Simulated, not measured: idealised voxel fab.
The following process module bears the name voxel ribs on slabs.
Section cut is 255 nm wide and gridded with 5 nm square cells.
Cross-section = grid of square cells, listed top down in bands; band = one or more rows. What a band's entry tells you: where the top is and where the bottom is, as heights in nm, and after that what lies inside, material by material from left to right, each with its width in nm. Empty space is written as the word "air", and a single material marked with the word "full width" occupies the band from edge to edge. All heights in this document are referenced to 0, defined as the level beneath which the wafer, as received, consists entirely of one material. The lowest band is not bounded below; it extends indefinitely downward and is written in the form "top 0, no bottom". Note: "30..40" means the width goes from the first number (top row of the band) to the second number (bottom row) in equal steps per row of cells. It should be understood that the words "all unchanged", when stated for a given step, signify that the cross-section underwent no change in any of its cells during that step. Empty spaces without an open route to the top, at least 8 cells in extent, make up the entry "Enclosed void inventory"; each is given as width x height at distance, where the distance is measured from the left edge, and all are in nm. Where a step's line continues beyond its settings, the continuation is a remark by the simulator itself on that step. "overlay nm" denotes, for a step that has a mask, the displacement of the mask to the right of its planned place, with negative values corresponding to the left. Each pair below shows a cross-section before one step and the cross-section after it, down to the lowest band that changed. The line under each pair gives the step between them, with its settings. The pairs can come from different runs of this module on the same starting wafer, so a pair continues from the pair above only where its "Pre-process" says so.

# Pre-process
    top 0, no bottom | Si full width
    Enclosed void inventory: none

# Sectional Result
    top 30, bottom 0 | SiO2 full width
    Rest of section, below 0: as before.
    Enclosed void inventory: none
Between the cross-sections above, the step performed was DIRECTIONAL_DEP | material SiO2 | thk nm 30

Pre-process: carried over from the after image of the pair right above.

# Sectional Result
    top 55, bottom 30 | polySi full width
    Rest of section, below 30: as before.
    Enclosed void inventory: none
Between the cross-sections above, the step performed was DIRECTIONAL_DEP | material polySi | thk nm 25

Pre-process: carried over from the after image of the pair right above.

# Sectional Result
    top 55, bottom 40 | 115 of air / 25 of polySi / 115 of air
    Rest of section, below 40: as before.
    Enclosed void inventory: none
Between the cross-sections above, the step performed was MASKED_ETCH | tone cover | mask id RIB | width nm 25 | etch materials polySi | depth nm 15 | overlay nm 0

Pre-process: carried over from the after image of the pair right above.

# Sectional Result
    top 55, bottom 40 | 115 of air / 25 of polySi / 115 of air
    top 40, bottom 30 | 90 of air / 75 of polySi / 90 of air
    Rest of section, below 30: as before.
    Enclosed void inventory: none
Between the cross-sections above, the step performed was MASKED_ETCH | tone cover | mask id SLAB | width nm 75 | etch materials polySi | depth nm 10 | overlay nm 0

Pre-process: carried over from the after image of the pair right above.

# Sectional Result
    top 70, bottom 55 | SiO2 full width
    top 55, bottom 40 | 115 of SiO2 / 25 of polySi / 115 of SiO2
    top 40, bottom 30 | 90 of SiO2 / 75 of polySi / 90 of SiO2
    Rest of section, below 30: as before.
    Enclosed void inventory: none
Between the cross-sections above, the step performed was FILL_DEP | material SiO2 | thk nm 15

Pre-process: carried over from the after image of the pair right above.

# Sectional Result
    top 65, bottom 55 | SiO2 full width
    Rest of section, below 55: as before.
    Enclosed void inventory: none
Between the cross-sections above, the step performed was CMP | height nm 65

Pre-process: carried over from the after image of the pair right above.

# Sectional Result
    top 75, bottom 65 | TiN full width
    Rest of section, below 65: as before.
    Enclosed void inventory: none
Between the cross-sections above, the step performed was DIRECTIONAL_DEP | material TiN | thk nm 10

Pre-process: carried over from the after image of the pair right above.

# Sectional Result
    top 90, bottom 75 | 110 of air / 35 of resist / 110 of air
    Rest of section, below 75: as before.
    Enclosed void inventory: none
Between the cross-sections above, the step performed was PATTERN | tone cover | mask id HEATER | material resist | width nm 35 | thk nm 15 | overlay nm 0

Pre-process: carried over from the after image of the pair right above.

# Sectional Result
    top 90, bottom 75 | 110 of air / 35 of resist / 110 of air
    top 75, bottom 65 | 110 of air / 35 of TiN / 110 of air
    Rest of section, below 65: as before.
    Enclosed void inventory: none
Between the cross-sections above, the step performed was DIRECTIONAL_ETCH | etch materials TiN | depth nm 10

Pre-process: carried over from the after image of the pair right above.

# Sectional Result
    top 75, bottom 65 | 110 of air / 35 of TiN / 110 of air
    Rest of section, below 65: as before.
    Enclosed void inventory: none
Between the cross-sections above, the step performed was STRIP | etch materials resist

Pre-process: carried over from the after image of the pair right above.

# Sectional Result
    top 80, bottom 75 | 105 of air / 45 of SiO2 / 105 of air
    top 75, bottom 70 | 105 of air / 5 of SiO2 / 35 of TiN / 5 of SiO2 / 105 of air
    top 70, bottom 65 | 110 of SiO2 / 35 of TiN / 110 of SiO2
    Rest of section, below 65: as before.
    Enclosed void inventory: none
Between the cross-sections above, the step performed was CONFORMAL_DEP | material SiO2 | thk nm 5

# Pre-process
    top 55, bottom 30 | polySi full width
    top 30, bottom 0 | SiO2 full width
    top 0, no bottom | Si full width
    Enclosed void inventory: none

# Sectional Result
    top 80, bottom 30 | polySi full width
    Rest of section, below 30: as before.
    Enclosed void inventory: none
Between the cross-sections above, the step performed was DIRECTIONAL_DEP | material polySi | thk nm 25

Pre-process: carried over from the after image of the pair right above.

# Sectional Result
    top 80, bottom 65 | 115 of air / 25 of polySi / 115 of air
    Rest of section, below 65: as before.
    Enclosed void inventory: none
Between the cross-sections above, the step performed was MASKED_ETCH | tone cover | mask id RIB | width nm 25 | etch materials polySi | depth nm 15 | overlay nm 0

Pre-process: carried over from the after image of the pair right above.

# Sectional Result
    top 80, bottom 65 | 115 of air / 25 of polySi / 115 of air
    top 65, bottom 55 | 90 of air / 75 of polySi / 90 of air
    Rest of section, below 55: as before.
    Enclosed void inventory: none
Between the cross-sections above, the step performed was MASKED_ETCH | tone cover | mask id SLAB | width nm 75 | etch materials polySi | depth nm 10 | overlay nm 0

Pre-process: carried over from the after image of the pair right above.

# Sectional Result
    top 95, bottom 80 | SiO2 full width
    top 80, bottom 65 | 115 of SiO2 / 25 of polySi / 115 of SiO2
    top 65, bottom 55 | 90 of SiO2 / 75 of polySi / 90 of SiO2
    Rest of section, below 55: as before.
    Enclosed void inventory: none
Between the cross-sections above, the step performed was FILL_DEP | material SiO2 | thk nm 15

Pre-process: carried over from the after image of the pair right above.

# Sectional Result
    top 65, bottom 55 | 90 of SiO2 / 75 of polySi / 90 of SiO2
    Rest of section, below 55: as before.
    Enclosed void inventory: none
Between the cross-sections above, the step performed was CMP | height nm 65

Pre-process: carried over from the after image of the pair right above.

# Sectional Result
    top 75, bottom 65 | TiN full width
    Rest of section, below 65: as before.
    Enclosed void inventory: none
Between the cross-sections above, the step performed was DIRECTIONAL_DEP | material TiN | thk nm 10

Pre-process: carried over from the after image of the pair right above.

# Sectional Result
    top 90, bottom 75 | 110 of air / 35 of resist / 110 of air
    Rest of section, below 75: as before.
    Enclosed void inventory: none
Between the cross-sections above, the step performed was PATTERN | tone cover | mask id HEATER | material resist | width nm 35 | thk nm 15 | overlay nm 0

Pre-process: carried over from the after image of the pair right above.

# Sectional Result
    top 90, bottom 75 | 110 of air / 35 of resist / 110 of air
    top 75, bottom 65 | 110 of air / 35 of TiN / 110 of air
    Rest of section, below 65: as before.
    Enclosed void inventory: none
Between the cross-sections above, the step performed was DIRECTIONAL_ETCH | etch materials TiN | depth nm 10

Pre-process: carried over from the after image of the pair right above.

# Sectional Result
    top 75, bottom 65 | 110 of air / 35 of TiN / 110 of air
    Rest of section, below 65: as before.
    Enclosed void inventory: none
Between the cross-sections above, the step performed was STRIP | etch materials resist

Pre-process: carried over from the after image of the pair right above.

# Sectional Result
    top 80, bottom 75 | 105 of air / 45 of SiO2 / 105 of air
    top 75, bottom 70 | 105 of air / 5 of SiO2 / 35 of TiN / 5 of SiO2 / 105 of air
    top 70, bottom 65 | 110 of SiO2 / 35 of TiN / 110 of SiO2
    Rest of section, below 65: as before.
    Enclosed void inventory: none
Between the cross-sections above, the step performed was CONFORMAL_DEP | material SiO2 | thk nm 5

# Pre-process
    top 0, no bottom | Si full width
    Enclosed void inventory: none

# Sectional Result
    top 25, bottom 0 | polySi full width
    Rest of section, below 0: as before.
    Enclosed void inventory: none
Between the cross-sections above, the step performed was DIRECTIONAL_DEP | material polySi | thk nm 25

Pre-process: carried over from the after image of the pair right above.

# Sectional Result
    top 55, bottom 25 | SiO2 full width
    Rest of section, below 25: as before.
    Enclosed void inventory: none
Between the cross-sections above, the step performed was DIRECTIONAL_DEP | material SiO2 | thk nm 30

Pre-process: carried over from the after image of the pair right above.

# Sectional Result
    top 70, bottom 25 | SiO2 full width
    Rest of section, below 25: as before.
    Enclosed void inventory: none
Between the cross-sections above, the step performed was FILL_DEP | material SiO2 | thk nm 15

Pre-process: carried over from the after image of the pair right above.

# Sectional Result
    top 65, bottom 25 | SiO2 full width
    Rest of section, below 25: as before.
    Enclosed void inventory: none
Between the cross-sections above, the step performed was CMP | height nm 65

Pre-process: carried over from the after image of the pair right above.

# Sectional Result
    top 75, bottom 65 | TiN full width
    Rest of section, below 65: as before.
    Enclosed void inventory: none
Between the cross-sections above, the step performed was DIRECTIONAL_DEP | material TiN | thk nm 10

Pre-process: carried over from the after image of the pair right above.

# Sectional Result
    top 90, bottom 75 | 110 of air / 35 of resist / 110 of air
    Rest of section, below 75: as before.
    Enclosed void inventory: none
Between the cross-sections above, the step performed was PATTERN | tone cover | mask id HEATER | material resist | width nm 35 | thk nm 15 | overlay nm 0

Pre-process: carried over from the after image of the pair right above.

# Sectional Result
    top 90, bottom 75 | 110 of air / 35 of resist / 110 of air
    top 75, bottom 65 | 110 of air / 35 of TiN / 110 of air
    Rest of section, below 65: as before.
    Enclosed void inventory: none
Between the cross-sections above, the step performed was DIRECTIONAL_ETCH | etch materials TiN | depth nm 10

Pre-process: carried over from the after image of the pair right above.

# Sectional Result
    top 75, bottom 65 | 110 of air / 35 of TiN / 110 of air
    Rest of section, below 65: as before.
    Enclosed void inventory: none
Between the cross-sections above, the step performed was STRIP | etch materials resist

Pre-process: carried over from the after image of the pair right above.

# Sectional Result
    top 80, bottom 75 | 105 of air / 45 of SiO2 / 105 of air
    top 75, bottom 70 | 105 of air / 5 of SiO2 / 35 of TiN / 5 of SiO2 / 105 of air
    top 70, bottom 65 | 110 of SiO2 / 35 of TiN / 110 of SiO2
    Rest of section, below 65: as before.
    Enclosed void inventory: none
Between the cross-sections above, the step performed was CONFORMAL_DEP | material SiO2 | thk nm 5

# Pre-process
    top 0, no bottom | Si full width
    Enclosed void inventory: none

# Sectional Result
    top 40, bottom 0 | SiO2 full width
    Rest of section, below 0: as before.
    Enclosed void inventory: none
Between the cross-sections above, the step performed was DIRECTIONAL_DEP | material SiO2 | thk nm 40

Pre-process: carried over from the after image of the pair right above.

# Sectional Result
    top 65, bottom 40 | polySi full width
    Rest of section, below 40: as before.
    Enclosed void inventory: none
Between the cross-sections above, the step performed was DIRECTIONAL_DEP | material polySi | thk nm 25

Pre-process: carried over from the after image of the pair right above.

# Sectional Result
    top 65, bottom 50 | 115 of air / 25 of polySi / 115 of air
    Rest of section, below 50: as before.
    Enclosed void inventory: none
Between the cross-sections above, the step performed was MASKED_ETCH | tone cover | mask id RIB | width nm 25 | etch materials polySi | depth nm 15 | overlay nm 0

Pre-process: carried over from the after image of the pair right above.

# Sectional Result
    top 65, bottom 50 | 115 of air / 25 of polySi / 115 of air
    top 50, bottom 40 | 90 of air / 75 of polySi / 90 of air
    Rest of section, below 40: as before.
    Enclosed void inventory: none
Between the cross-sections above, the step performed was MASKED_ETCH | tone cover | mask id SLAB | width nm 75 | etch materials polySi | depth nm 10 | overlay nm 0

Pre-process: carried over from the after image of the pair right above.

# Sectional Result
    top 80, bottom 65 | SiO2 full width
    top 65, bottom 50 | 115 of SiO2 / 25 of polySi / 115 of SiO2
    top 50, bottom 40 | 90 of SiO2 / 75 of polySi / 90 of SiO2
    Rest of section, below 40: as before.
    Enclosed void inventory: none
Between the cross-sections above, the step performed was FILL_DEP | material SiO2 | thk nm 15

Pre-process: carried over from the after image of the pair right above.

# Sectional Result
    top 65, bottom 50 | 115 of SiO2 / 25 of polySi / 115 of SiO2
    Rest of section, below 50: as before.
    Enclosed void inventory: none
Between the cross-sections above, the step performed was CMP | height nm 65

Pre-process: carried over from the after image of the pair right above.

# Sectional Result
    top 75, bottom 65 | TiN full width
    Rest of section, below 65: as before.
    Enclosed void inventory: none
Between the cross-sections above, the step performed was DIRECTIONAL_DEP | material TiN | thk nm 10

Pre-process: carried over from the after image of the pair right above.

# Sectional Result
    top 90, bottom 75 | 110 of air / 35 of resist / 110 of air
    Rest of section, below 75: as before.
    Enclosed void inventory: none
Between the cross-sections above, the step performed was PATTERN | tone cover | mask id HEATER | material resist | width nm 35 | thk nm 15 | overlay nm 0

Pre-process: carried over from the after image of the pair right above.

# Sectional Result
    top 90, bottom 75 | 110 of air / 35 of resist / 110 of air
    top 75, bottom 65 | 110 of air / 35 of TiN / 110 of air
    Rest of section, below 65: as before.
    Enclosed void inventory: none
Between the cross-sections above, the step performed was DIRECTIONAL_ETCH | etch materials TiN | depth nm 10

Pre-process: carried over from the after image of the pair right above.

# Sectional Result
    top 75, bottom 65 | 110 of air / 35 of TiN / 110 of air
    Rest of section, below 65: as before.
    Enclosed void inventory: none
Between the cross-sections above, the step performed was STRIP | etch materials resist

Pre-process: carried over from the after image of the pair right above.

# Sectional Result
    top 80, bottom 75 | 105 of air / 45 of SiO2 / 105 of air
    top 75, bottom 70 | 105 of air / 5 of SiO2 / 35 of TiN / 5 of SiO2 / 105 of air
    top 70, bottom 65 | 110 of SiO2 / 35 of TiN / 110 of SiO2
    Rest of section, below 65: as before.
    Enclosed void inventory: none
Between the cross-sections above, the step performed was CONFORMAL_DEP | material SiO2 | thk nm 5

# Pre-process
    top 55, bottom 40 | 115 of air / 25 of polySi / 115 of air
    top 40, bottom 30 | polySi full width
    top 30, bottom 0 | SiO2 full width
    top 0, no bottom | Si full width
    Enclosed void inventory: none

# Sectional Result
    top 55, bottom 40 | 115 of air / 25 of polySi / 115 of air
    top 40, bottom 30 | 95 of air / 65 of polySi / 95 of air
    Rest of section, below 30: as before.
    Enclosed void inventory: none
Between the cross-sections above, the step performed was MASKED_ETCH | tone cover | mask id SLAB | width nm 65 | etch materials polySi | depth nm 10 | overlay nm 0

Pre-process: carried over from the after image of the pair right above.

# Sectional Result
    top 70, bottom 55 | SiO2 full width
    top 55, bottom 40 | 115 of SiO2 / 25 of polySi / 115 of SiO2
    top 40, bottom 30 | 95 of SiO2 / 65 of polySi / 95 of SiO2
    Rest of section, below 30: as before.
    Enclosed void inventory: none
Between the cross-sections above, the step performed was FILL_DEP | material SiO2 | thk nm 15

Pre-process: carried over from the after image of the pair right above.

# Sectional Result
    top 65, bottom 55 | SiO2 full width
    Rest of section, below 55: as before.
    Enclosed void inventory: none
Between the cross-sections above, the step performed was CMP | height nm 65

Pre-process: carried over from the after image of the pair right above.

# Sectional Result
    top 75, bottom 65 | TiN full width
    Rest of section, below 65: as before.
    Enclosed void inventory: none
Between the cross-sections above, the step performed was DIRECTIONAL_DEP | material TiN | thk nm 10

Pre-process: carried over from the after image of the pair right above.

# Sectional Result
    top 90, bottom 75 | 110 of air / 35 of resist / 110 of air
    Rest of section, below 75: as before.
    Enclosed void inventory: none
Between the cross-sections above, the step performed was PATTERN | tone cover | mask id HEATER | material resist | width nm 35 | thk nm 15 | overlay nm 0

Pre-process: carried over from the after image of the pair right above.

# Sectional Result
    top 90, bottom 75 | 110 of air / 35 of resist / 110 of air
    top 75, bottom 65 | 110 of air / 35 of TiN / 110 of air
    Rest of section, below 65: as before.
    Enclosed void inventory: none
Between the cross-sections above, the step performed was DIRECTIONAL_ETCH | etch materials TiN | depth nm 10

Pre-process: carried over from the after image of the pair right above.

# Sectional Result
    top 75, bottom 65 | 110 of air / 35 of TiN / 110 of air
    Rest of section, below 65: as before.
    Enclosed void inventory: none
Between the cross-sections above, the step performed was STRIP | etch materials resist

Pre-process: carried over from the after image of the pair right above.

# Sectional Result
    top 80, bottom 75 | 105 of air / 45 of SiO2 / 105 of air
    top 75, bottom 70 | 105 of air / 5 of SiO2 / 35 of TiN / 5 of SiO2 / 105 of air
    top 70, bottom 65 | 110 of SiO2 / 35 of TiN / 110 of SiO2
    Rest of section, below 65: as before.
    Enclosed void inventory: none
Between the cross-sections above, the step performed was CONFORMAL_DEP | material SiO2 | thk nm 5

# Pre-process
    top 55, bottom 40 | 115 of air / 25 of polySi / 115 of air
    top 40, bottom 30 | polySi full width
    top 30, bottom 0 | SiO2 full width
    top 0, no bottom | Si full width
    Enclosed void inventory: none

# Sectional Result
    top 55, bottom 40 | 115 of air / 25 of polySi / 115 of air
    top 40, bottom 30 | 80 of air / 75 of polySi / 100 of air
    Rest of section, below 30: as before.
    Enclosed void inventory: none
Between the cross-sections above, the step performed was MASKED_ETCH | tone cover | mask id SLAB | width nm 75 | etch materials polySi | depth nm 10 | overlay nm -10

Pre-process: carried over from the after image of the pair right above.

# Sectional Result
    top 70, bottom 55 | SiO2 full width
    top 55, bottom 40 | 115 of SiO2 / 25 of polySi / 115 of SiO2
    top 40, bottom 30 | 80 of SiO2 / 75 of polySi / 100 of SiO2
    Rest of section, below 30: as before.
    Enclosed void inventory: none
Between the cross-sections above, the step performed was FILL_DEP | material SiO2 | thk nm 15

Pre-process: carried over from the after image of the pair right above.

# Sectional Result
    top 65, bottom 55 | SiO2 full width
    Rest of section, below 55: as before.
    Enclosed void inventory: none
Between the cross-sections above, the step performed was CMP | height nm 65

Pre-process: carried over from the after image of the pair right above.

# Sectional Result
    top 75, bottom 65 | TiN full width
    Rest of section, below 65: as before.
    Enclosed void inventory: none
Between the cross-sections above, the step performed was DIRECTIONAL_DEP | material TiN | thk nm 10

Pre-process: carried over from the after image of the pair right above.

# Sectional Result
    top 90, bottom 75 | 110 of air / 35 of resist / 110 of air
    Rest of section, below 75: as before.
    Enclosed void inventory: none
Between the cross-sections above, the step performed was PATTERN | tone cover | mask id HEATER | material resist | width nm 35 | thk nm 15 | overlay nm 0

Pre-process: carried over from the after image of the pair right above.

# Sectional Result
    top 90, bottom 75 | 110 of air / 35 of resist / 110 of air
    top 75, bottom 65 | 110 of air / 35 of TiN / 110 of air
    Rest of section, below 65: as before.
    Enclosed void inventory: none
Between the cross-sections above, the step performed was DIRECTIONAL_ETCH | etch materials TiN | depth nm 10

Pre-process: carried over from the after image of the pair right above.

# Sectional Result
    top 75, bottom 65 | 110 of air / 35 of TiN / 110 of air
    Rest of section, below 65: as before.
    Enclosed void inventory: none
Between the cross-sections above, the step performed was STRIP | etch materials resist

Pre-process: carried over from the after image of the pair right above.

# Sectional Result
    top 80, bottom 75 | 105 of air / 45 of SiO2 / 105 of air
    top 75, bottom 70 | 105 of air / 5 of SiO2 / 35 of TiN / 5 of SiO2 / 105 of air
    top 70, bottom 65 | 110 of SiO2 / 35 of TiN / 110 of SiO2
    Rest of section, below 65: as before.
    Enclosed void inventory: none
Between the cross-sections above, the step performed was CONFORMAL_DEP | material SiO2 | thk nm 5

# Pre-process
    top 75, bottom 65 | 110 of air / 35 of TiN / 110 of air
    top 65, bottom 55 | SiO2 full width
    top 55, bottom 40 | 115 of SiO2 / 25 of polySi / 115 of SiO2
    top 40, bottom 30 | 90 of SiO2 / 75 of polySi / 90 of SiO2
    top 30, bottom 0 | SiO2 full width
    top 0, no bottom | Si full width
    Enclosed void inventory: none

# Sectional Result
    top 80, bottom 70 | 105 of air / 45 of TiN / 105 of air
    top 70, bottom 65 | TiN full width
    Rest of section, below 65: as before.
    Enclosed void inventory: none
Between the cross-sections above, the step performed was CONFORMAL_DEP | material TiN | thk nm 5

# Pre-process
    top 55, bottom 30 | polySi full width
    top 30, bottom 0 | SiO2 full width
    top 0, no bottom | Si full width
    Enclosed void inventory: none

# Sectional Result
    top 55, bottom 40 | 115 of polySi / 25 of air / 115 of polySi
    Rest of section, below 40: as before.
    Enclosed void inventory: none
Between the cross-sections above, the step performed was MASKED_ETCH | tone open | mask id RIB | width nm 25 | etch materials polySi | depth nm 15 | overlay nm 0

Pre-process: carried over from the after image of the pair right above.

# Sectional Result
    top 55, bottom 45 | 90 of air / 25 of polySi / 25 of air / 25 of polySi / 90 of air
    Rest of section, below 45: as before.
    Enclosed void inventory: none
Between the cross-sections above, the step performed was MASKED_ETCH | tone cover | mask id SLAB | width nm 75 | etch materials polySi | depth nm 10 | overlay nm 0

Pre-process: carried over from the after image of the pair right above.

# Sectional Result
    top 70, bottom 55 | SiO2 full width
    top 55, bottom 45 | 90 of SiO2 / 25 of polySi / 25 of SiO2 / 25 of polySi / 90 of SiO2
    top 45, bottom 40 | 115 of polySi / 25 of SiO2 / 115 of polySi
    Rest of section, below 40: as before.
    Enclosed void inventory: none
Between the cross-sections above, the step performed was FILL_DEP | material SiO2 | thk nm 15

Pre-process: carried over from the after image of the pair right above.

# Sectional Result
    top 65, bottom 55 | SiO2 full width
    Rest of section, below 55: as before.
    Enclosed void inventory: none
Between the cross-sections above, the step performed was CMP | height nm 65

Pre-process: carried over from the after image of the pair right above.

# Sectional Result
    top 75, bottom 65 | TiN full width
    Rest of section, below 65: as before.
    Enclosed void inventory: none
Between the cross-sections above, the step performed was DIRECTIONAL_DEP | material TiN | thk nm 10

Pre-process: carried over from the after image of the pair right above.

# Sectional Result
    top 90, bottom 75 | 110 of air / 35 of resist / 110 of air
    Rest of section, below 75: as before.
    Enclosed void inventory: none
Between the cross-sections above, the step performed was PATTERN | tone cover | mask id HEATER | material resist | width nm 35 | thk nm 15 | overlay nm 0

Pre-process: carried over from the after image of the pair right above.

# Sectional Result
    top 90, bottom 75 | 110 of air / 35 of resist / 110 of air
    top 75, bottom 65 | 110 of air / 35 of TiN / 110 of air
    Rest of section, below 65: as before.
    Enclosed void inventory: none
Between the cross-sections above, the step performed was DIRECTIONAL_ETCH | etch materials TiN | depth nm 10

Pre-process: carried over from the after image of the pair right above.

# Sectional Result
    top 75, bottom 65 | 110 of air / 35 of TiN / 110 of air
    Rest of section, below 65: as before.
    Enclosed void inventory: none
Between the cross-sections above, the step performed was STRIP | etch materials resist

Pre-process: carried over from the after image of the pair right above.

# Sectional Result
    top 80, bottom 75 | 105 of air / 45 of SiO2 / 105 of air
    top 75, bottom 70 | 105 of air / 5 of SiO2 / 35 of TiN / 5 of SiO2 / 105 of air
    top 70, bottom 65 | 110 of SiO2 / 35 of TiN / 110 of SiO2
    Rest of section, below 65: as before.
    Enclosed void inventory: none
Between the cross-sections above, the step performed was CONFORMAL_DEP | material SiO2 | thk nm 5
